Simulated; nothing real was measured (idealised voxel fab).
Name of the process module below: voxel plated lines
Cross-sectional view cut (width: 240 nm; square cell size: 5 nm).
Heads up, the way a cross-section reads in here is a grid of square cells, handed over as bands from the top down, with every band being one or more rows of cells.
Band: top height; bottom height; in nm. Then, left to right: material with width in nm, for each material. "full width": a single material spanning edge to edge. "blank": empty space.
Height 0 is the level under which the wafer as received is all one material. The lowest band goes on downwards, as in "0 down".
A width such as "30 to 40" changes by the same amount from each row of cells to the next, from the band's top row to its bottom row.
Step note "nothing altered" = no cross-section cell changed.
Look at "Sealed internal voids" for the closed voids: empty spaces with no open path to the top, sized 8 cells or up. Each is width x height at distance, distance from the left edge, all nm.
Whatever follows a step's settings on its line is a remark the simulator itself makes about that step.
A step line may carry the setting "overlay nm", which, for steps involving a mask, states the distance by which the mask lay to the right of its intended position; negative values denote displacement to the left.

-- Set out below are the planned steps of the process
| 1 | RECEIVE | material Si |
| 2 | CONFORMAL_DEP | material Al2O3 | thk nm 5 |
| 3 | DIRECTIONAL_DEP | material TiN | thk nm 5 |
| 4 | PATTERN | tone open | mask id LINES | material resist | width nm 30 | pitch nm 60 | thk nm 30 | overlay nm 0 |
| 5 | EPI | material Ru | thk nm 10 |
| 6 | EPI | material Ru | thk nm 10 |
| 7 | STRIP | etch materials resist |
| 8 | DIRECTIONAL_ETCH | etch materials TiN | depth nm 5 |
| 9 | CONFORMAL_DEP | material SiN | thk nm 5 |
What sets these wafers apart? The thk nm at step 2. They all start alike, and the plan carries the first wafer's value.

-- Here's the first of the wafers in cross-section, just as we got it, i.e. after step 1
0 down: Si full width
Sealed internal voids: none

-- Per wafer, end of module: cells gained (+) or lost (-) per material since receipt, then closed voids
thk nm 5, +48 Al2O3, +96 Ru, +88 SiN, +24 TiN, Sealed internal voids: none
thk nm 10, +96 Al2O3, +96 Ru, +88 SiN, +24 TiN, Sealed internal voids: none
thk nm 15, +144 Al2O3, +96 Ru, +88 SiN, +24 TiN, Sealed internal voids: none
thk nm 20, +192 Al2O3, +96 Ru, +88 SiN, +24 TiN, Sealed internal voids: none
thk nm 25, +240 Al2O3, +96 Ru, +88 SiN, +24 TiN, Sealed internal voids: none
